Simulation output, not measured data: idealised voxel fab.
Proc. module: voxel quadruple lines
Section shown: cut. Width: 275 nm. Cell size: 5 nm, square.
Heads up, the way a cross-section reads in here is a grid of square cells, handed over as bands from the top down, with every band being one or more rows of cells.
Band: top and bottom heights (nm) first, top before bottom; then materials from left to right, widths in nm. "edge to edge" marks a sole material filling the band edge to edge. "air" denotes empty space.
Note: height 0 marks the level under which the wafer is uniformly one material as received. Lowest band unbounded below, written "0 -> down".
Graded width ("30 to 40"): value in top row of band = first number; value in bottom row = second number; row-to-row change constant.
For the purposes of this document, the phrase "no change" attached to a step denotes that no cell within the cross-section was modified by that step.
Listed in "closed voids": every empty space of 8 or more cells without an open way to the top. Form: width x height at distance, the distance being from the left edge, all in nm.
It should be noted that, on the line of a given step, the content following the step's settings is a remark produced by the simulator itself with respect to that step.
You can add "overlay nm" to a step's line. For a step with a mask, it describes how far the mask lay to the right of its planned position, and a negative number describes a lay to the left.

So here's the lineup of process steps we planned:
1: RECEIVE | material Si
2: CONFORMAL_DEP | material SiO2 | thk nm 10
3: DIRECTIONAL_DEP | material Ru | thk nm 10
4: DIRECTIONAL_DEP | material polySi | thk nm 15
5: DIRECTIONAL_DEP | material aC | thk nm 25
6: PATTERN | tone cover | mask id MANDREL | material resist | width nm 25 | thk nm 35 | overlay nm 0
7: DIRECTIONAL_ETCH | etch materials aC | depth nm 25
8: STRIP | etch materials resist
9: CONFORMAL_DEP | material SiO2 | thk nm 15
10: DIRECTIONAL_ETCH | etch materials SiO2 | depth nm 15
11: STRIP | etch materials aC
12: DIRECTIONAL_ETCH | etch materials polySi | depth nm 15
13: STRIP | etch materials SiO2
14: CONFORMAL_DEP | material SiCN | thk nm 5
15: DIRECTIONAL_ETCH | etch materials SiCN | depth nm 5
16: STRIP | etch materials polySi
17: DIRECTIONAL_ETCH | etch materials Ru | depth nm 10
18: STRIP | etch materials SiCN

Step 1 complete: cross-section of the wafer as received:
    0 -> down  Si edge to edge
    closed voids: none

Wafer at module end, in section. Began as above, planned as above, run with one mistake:
    20 -> 10  air 105; Ru 25; air 15; Ru 25; air 105
    10 -> 0  SiO2 edge to edge
    0 -> down  Si edge to edge
    closed voids: none
What was done differently from what was planned? the intended sequence of steps 16 and 17 was reversed during processing, with each occupying the position of the other
